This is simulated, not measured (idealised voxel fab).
Process module name: voxel quadruple lines
cross-section cut | 170 nm wide | cells 5 nm
Square cells in a grid make up a cross-section in this document, and the grid is given as bands, listed from the top down, each one or more rows of cells.
Look at the band entry: it leads with the top's height and the bottom's height in nm. Then it lists the materials left to right, with a width in nm for each. The word "all across" on a single material says that material fills the band edge to edge. The word "empty" is empty space.
Ref level 0: as-received wafer is one material below here. Bottom band extends down with no lower bound ("top 0, no bottom").
The two numbers in a width such as "30->40" mark its ends across the band: the first belongs to the top row of cells, the second to the bottom row, and from each row to the next the width moves by the same amount.
"no alterations made", as given for a step, is the statement that not any cell of the cross-section underwent a change during that step.
Closed empty spaces (no open way to the top) of 8 cells or more are what "Closed cavity list" lists, each as width x height at distance from the left edge, nm for all three.
What comes after the settings on a step's line is commentary from the simulator itself on that step.
overlay nm: for a step with a mask, the amount by which the mask lay right of where it was planned; a negative amount means left of it.
[The following list gives the planned process steps]
| 1 | RECEIVE (material Si) |
| 2 | CONFORMAL_DEP (material Al2O3; thk nm 5) |
| 3 | DIRECTIONAL_DEP (material W; thk nm 10) |
| 4 | DIRECTIONAL_DEP (material polySi; thk nm 15) |
| 5 | DIRECTIONAL_DEP (material aC; thk nm 20) |
| 6 | PATTERN (tone cover; mask id MANDREL; material resist; width nm 20; pitch nm 60; thk nm 30; overlay nm -15) |
| 7 | DIRECTIONAL_ETCH (etch materials aC; depth nm 20) |
| 8 | STRIP (etch materials resist) |
| 9 | CONFORMAL_DEP (material SiO2; thk nm 10) |
| 10 | DIRECTIONAL_ETCH (etch materials SiO2; depth nm 10) |
| 11 | STRIP (etch materials aC) |
| 12 | DIRECTIONAL_ETCH (etch materials polySi; depth nm 15) |
| 13 | STRIP (etch materials SiO2) |
| 14 | CONFORMAL_DEP (material SiCN; thk nm 5) |
| 15 | DIRECTIONAL_ETCH (etch materials SiCN; depth nm 5) |
| 16 | STRIP (etch materials polySi) |
| 17 | DIRECTIONAL_ETCH (etch materials W; depth nm 10) |
| 18 | STRIP (etch materials SiCN) |
| 19 | FILL_DEP (material SiO2; thk nm 10) |
| 20 | CMP (height nm 15) |
Variable across wafers: step 6 overlay nm (plan value is that of the first wafer; starting state common to all).
[Cross-section of the first incoming wafer of several, state after step 1]
    top 0, no bottom = Si all across
    Closed cavity list: none
[Module end state after final step 20: cross-section of the first of several wafers]
    top 15, bottom 5 = SiO2 15 nm  W 5 nm  SiO2 10 nm  W 5 nm  SiO2 10 nm  W 5 nm  SiO2 10 nm  W 5 nm  SiO2 10 nm  W 5 nm  SiO2 10 nm  W 5 nm  SiO2 10 nm  W 5 nm  SiO2 10 nm  W 5 nm  SiO2 45 nm
    top 5, bottom 0 = Al2O3 all across
    top 0, no bottom = Si all across
    Closed cavity list: none
[Cross-section at module completion, last wafer]
    top 15, bottom 5 = SiO2 45 nm  W 5 nm  SiO2 10 nm  W 5 nm  SiO2 10 nm  W 5 nm  SiO2 10 nm  W 5 nm  SiO2 10 nm  W 5 nm  SiO2 10 nm  W 5 nm  SiO2 10 nm  W 5 nm  SiO2 10 nm  W 5 nm  SiO2 15 nm
    top 5, bottom 0 = Al2O3 all across
    top 0, no bottom = Si all across
    Closed cavity list: none
[The following table contains a row per wafer, in which are reported, at the conclusion of the module, the cells of each material gained (+) or lost (-) since the wafer's receipt, with its closed voids given thereafter]
overlay nm -15; +34 Al2O3; +52 SiO2; +16 W; Closed cavity list: none
overlay nm -10; +34 Al2O3; +52 SiO2; +16 W; Closed cavity list: none
overlay nm -5; +34 Al2O3; +52 SiO2; +16 W; Closed cavity list: none
overlay nm 0; +34 Al2O3; +52 SiO2; +16 W; Closed cavity list: none
overlay nm 5; +34 Al2O3; +52 SiO2; +16 W; Closed cavity list: none
overlay nm 10; +34 Al2O3; +52 SiO2; +16 W; Closed cavity list: none
overlay nm 15; +34 Al2O3; +52 SiO2; +16 W; Closed cavity list: none
